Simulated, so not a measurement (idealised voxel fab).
process module | voxel ribs on slabs
cross-section cut | 215 nm wide | cells 5 nm
A cross-section is a grid of square cells, given in bands from the top down. A band is one or more rows of cells.
Each band's line starts with the height of the band's top and of its bottom, in nm. Then come its materials from left to right, each with its width in nm. One material with "throughout" fills the band from edge to edge. "air" is empty space.
Height 0 is the level under which the wafer as received is all one material. The lowest band goes on downwards, as in "0 down".
A width such as "30 to 40" changes by the same amount from each row of cells to the next, from the band's top row to its bottom row.
"no change" after a step means that no cell of the cross-section changed.
closed voids: empty space of 8 cells or more with no open way to the top, each as width x height at its distance from the left edge, in nm
after a step's settings: what the simulator itself notes on the step
overlay nm, on a step with a mask: how far to the right of its planned place the mask lay; to the left if negative
plan
1 op RECEIVE | material Si
2 op DIRECTIONAL_DEP | material SiO2 | thk nm 20
3 op DIRECTIONAL_DEP | material polySi | thk nm 25
4 op PATTERN | tone cover | mask id RIB | material resist | width nm 30 | thk nm 20 | overlay nm 0
5 op DIRECTIONAL_ETCH | etch materials polySi | depth nm 20
6 op STRIP | etch materials resist
7 op MASKED_ETCH | tone cover | mask id SLAB | width nm 70 | etch materials polySi | depth nm 5 | overlay nm 0
8 op FILL_DEP | material SiO2 | thk nm 25
9 op CMP | height nm 65
10 op DIRECTIONAL_DEP | material W | thk nm 10
11 op MASKED_ETCH | tone cover | mask id HEATER | width nm 40 | etch materials W | depth nm 10 | overlay nm 0
12 op CONFORMAL_DEP | material SiO2 | thk nm 10
as received, after step 1
  0 down: Si throughout
  closed voids: none
first wafer at the end, as planned
  85 to 75: air 75 | SiO2 60 | air 80
  75 to 65: SiO2 85 | W 40 | SiO2 90
  65 to 45: SiO2 throughout
  45 to 25: SiO2 90 | polySi 30 | SiO2 95
  25 to 20: SiO2 70 | polySi 70 | SiO2 75
  20 to 0: SiO2 throughout
  0 down: Si throughout
  closed voids: none
second wafer at the end: like start, like plan, one mistake
  85 to 75: air 75 | SiO2 60 | air 80
  75 to 65: SiO2 85 | W 40 | SiO2 90
  65 to 50: SiO2 90 | polySi 30 | SiO2 95
  50 to 45: SiO2 70 | polySi 70 | SiO2 75
  45 to 20: polySi throughout
  20 to 0: SiO2 throughout
  0 down: Si throughout
  closed voids: none
what went wrong: step 3 was run twice
at the end the second wafer has, in cells: 209 fewer of SiO2 | 209 more of polySi
